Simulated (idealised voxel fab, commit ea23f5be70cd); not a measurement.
process module | voxel self aligned contacts
cross-section cut | 205 nm wide | cells 5 nm
A cross-section is a grid of square cells, given in bands from the top down. A band is one or more rows of cells.
Each band's line starts with the height of the band's top and of its bottom, in nm. Then come its materials from left to right, each with its width in nm. One material with "throughout" fills the band from edge to edge. "air" is empty space.
Height 0 is the level under which the wafer as received is all one material. The lowest band goes on downwards, as in "0 down".
A width such as "30 to 40" changes by the same amount from each row of cells to the next, from the band's top row to its bottom row.
"no change" after a step means that no cell of the cross-section changed.
closed voids: empty space of 8 cells or more with no open way to the top, each as width x height at its distance from the left edge, in nm
after a step's settings: what the simulator itself notes on the step
overlay nm, on a step with a mask: how far to the right of its planned place the mask lay; to the left if negative
plan
1 op RECEIVE | material Si
2 op CONFORMAL_DEP | material SiO2 | thk nm 5
3 op DIRECTIONAL_DEP | material polySi | thk nm 20
4 op DIRECTIONAL_DEP | material SiN | thk nm 20
5 op MASKED_ETCH | tone cover | mask id GATE | width nm 35 | pitch nm 70 | etch materials SiN | depth nm 20 | overlay nm 0
6 op MASKED_ETCH | tone cover | mask id GATE | width nm 35 | pitch nm 70 | etch materials polySi | depth nm 20 | overlay nm 0
7 op CONFORMAL_DEP | material SiN | thk nm 10
8 op DIRECTIONAL_ETCH | etch materials SiN | depth nm 10
9 op FILL_DEP | material SiO2 | thk nm 10
10 op CMP | height nm 50
11 op PATTERN | tone open | mask id CONTACT | material resist | width nm 45 | pitch nm 70 | thk nm 20 | overlay nm 0
12 op DIRECTIONAL_ETCH | etch materials SiO2 | depth nm 50
13 op STRIP | etch materials resist
14 op CONFORMAL_DEP | material TiN | thk nm 5
15 op FILL_DEP | material Ru | thk nm 10
16 op CMP | height nm 50
17 op CONFORMAL_DEP | material SiCN | thk nm 5
as received, after step 1
  0 down: Si throughout
  closed voids: none
a wafer at the end: this start, this plan, one mistake
  55 to 50: SiCN throughout
  50 to 45: SiO2 5 | SiN 55 | TiN 5 | Ru 5 | TiN 5 | SiN 55 | TiN 5 | Ru 5 | TiN 5 | SiN 55 | SiO2 5
  45 to 30: SiO2 5 | SiN 10 | polySi 35 | SiN 10 | TiN 5 | Ru 5 | TiN 5 | SiN 10 | polySi 35 | SiN 10 | TiN 5 | Ru 5 | TiN 5 | SiN 10 | polySi 35 | SiN 10 | SiO2 5
  30 to 25: SiO2 5 | SiN 10 | polySi 35 | SiN 10 | TiN 15 | SiN 10 | polySi 35 | SiN 10 | TiN 15 | SiN 10 | polySi 35 | SiN 10 | SiO2 5
  25 to 5: polySi throughout
  5 to 0: SiO2 throughout
  0 down: Si throughout
  closed voids: none
what went wrong: step 3 was run twice
